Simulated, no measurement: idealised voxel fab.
process module | voxel spacer lines
cross-section cut | 175 nm wide | cells 5 nm
A cross-section is a grid of square cells, given in bands from the top down. A band is one or more rows of cells.
Each band's line starts with the height of the band's top and of its bottom, in nm. Then come its materials from left to right, each with its width in nm. One material with "throughout" fills the band from edge to edge. "air" is empty space.
Height 0 is the level under which the wafer as received is all one material. The lowest band goes on downwards, as in "0 down".
A width such as "30 to 40" changes by the same amount from each row of cells to the next, from the band's top row to its bottom row.
"no change" after a step means that no cell of the cross-section changed.
closed voids: empty space of 8 cells or more with no open way to the top, each as width x height at its distance from the left edge, in nm
after a step's settings: what the simulator itself notes on the step
overlay nm, on a step with a mask: how far to the right of its planned place the mask lay; to the left if negative
plan
1 op RECEIVE | material Si
2 op CONFORMAL_DEP | material Al2O3 | thk nm 5
3 op DIRECTIONAL_DEP | material SiN | thk nm 10
4 op DIRECTIONAL_DEP | material polySi | thk nm 30
5 op PATTERN | tone cover | mask id MANDREL | material resist | width nm 15 | pitch nm 50 | thk nm 35 | overlay nm 0
6 op DIRECTIONAL_ETCH | etch materials polySi | depth nm 30
7 op STRIP | etch materials resist
8 op CONFORMAL_DEP | material SiO2 | thk nm 10
9 op DIRECTIONAL_ETCH | etch materials SiO2 | depth nm 10
10 op STRIP | etch materials polySi
11 op DIRECTIONAL_ETCH | etch materials SiN | depth nm 5
12 op STRIP | etch materials SiO2
13 op FILL_DEP | material SiO2 | thk nm 5
14 op CMP | height nm 15
varied across the wafers: depth nm of step 11. The plan shows the first wafer's value. All wafers start alike
first wafer as received, after step 1
  0 down: Si throughout
  closed voids: none
each wafer at the end: cells of each material gained (+) or lost (-) since it was received, then its closed voids
depth nm 5 | +35 Al2O3 | +43 SiN | +27 SiO2 | closed voids: none
depth nm 10 | +35 Al2O3 | +16 SiN | +54 SiO2 | closed voids: none
depth nm 15 | +35 Al2O3 | +16 SiN | +54 SiO2 | closed voids: none
depth nm 20 | +35 Al2O3 | +16 SiN | +54 SiO2 | closed voids: none
depth nm 25 | +35 Al2O3 | +16 SiN | +54 SiO2 | closed voids: none
